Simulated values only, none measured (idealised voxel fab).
voxel fin reveal: a process module
The figure presents cross-section cut, which has a width of 165 nm and is divided into square cells with an edge length of 5 nm.
Format of a cross-section: grid, square cells. Given as bands. Order: top down. Band: one or more rows of cells. The entry gives the band's vertical extent as a top height and a bottom height in nm, then its horizontal make-up as materials from left to right, each with a width in nm. "blank" stands for empty space; a single material marked "throughout" fills the band edge to edge. Height is counted from the level 0, under which the received wafer is composed throughout of one material. The lowest of the bands is not closed at the bottom but continues downward, in the notation "0 nm and below". Width spec "30->40" -> top row of cells at first value, bottom row at second value, equal per-row change in between. It should be understood that the words "no alteration", when stated for a given step, signify that the cross-section underwent no change in any of its cells during that step. Look at "Sealed voids" for the closed voids: empty spaces with no open path to the top, sized 8 cells or up. Each is width x height at distance, distance from the left edge, all nm. On a step's line, text after the settings is the simulator commenting on that step. Among the settings permitted on a step's line is "overlay nm"; applied to a step with a mask, it specifies the extent to which the mask lay to the right of its planned position, whereas a negative figure signifies a position to the left.
Steps in the process plan:
| 1 | RECEIVE | material Si |
| 2 | CONFORMAL_DEP | material SiN | thk nm 10 |
| 3 | PATTERN | tone cover | mask id FINS | material resist | width nm 15 | pitch nm 35 | thk nm 20 | overlay nm 0 |
| 4 | DIRECTIONAL_ETCH | etch materials SiN | depth nm 10 |
| 5 | DIRECTIONAL_ETCH | etch materials Si | depth nm 30 |
| 6 | STRIP | etch materials resist |
| 7 | FILL_DEP | material SiO2 | thk nm 10 |
| 8 | CMP | height nm 10 |
| 9 | SELECTIVE_ETCH | etch materials SiO2 | depth nm 25 |
| 10 | STRIP | etch materials SiN |
Incoming wafer in cross-section (state: after step 1):
0 nm and below = Si throughout
Sealed voids: none
Wafer cross-section at end of module: start and plan as shown above, one execution error:
0 nm to -15 nm = 60 blank, then 15 Si, then 20 blank, then 15 Si, then 55 blank
-15 nm to -30 nm = 60 SiO2, then 15 Si, then 20 SiO2, then 15 Si, then 55 SiO2
-30 nm and below = Si throughout
Sealed voids: none
Want to know what went wrong? step 3 ran as: PATTERN | tone cover | mask id FINS | material resist | width nm 15 | pitch nm 35 | thk nm 20 | overlay nm 5
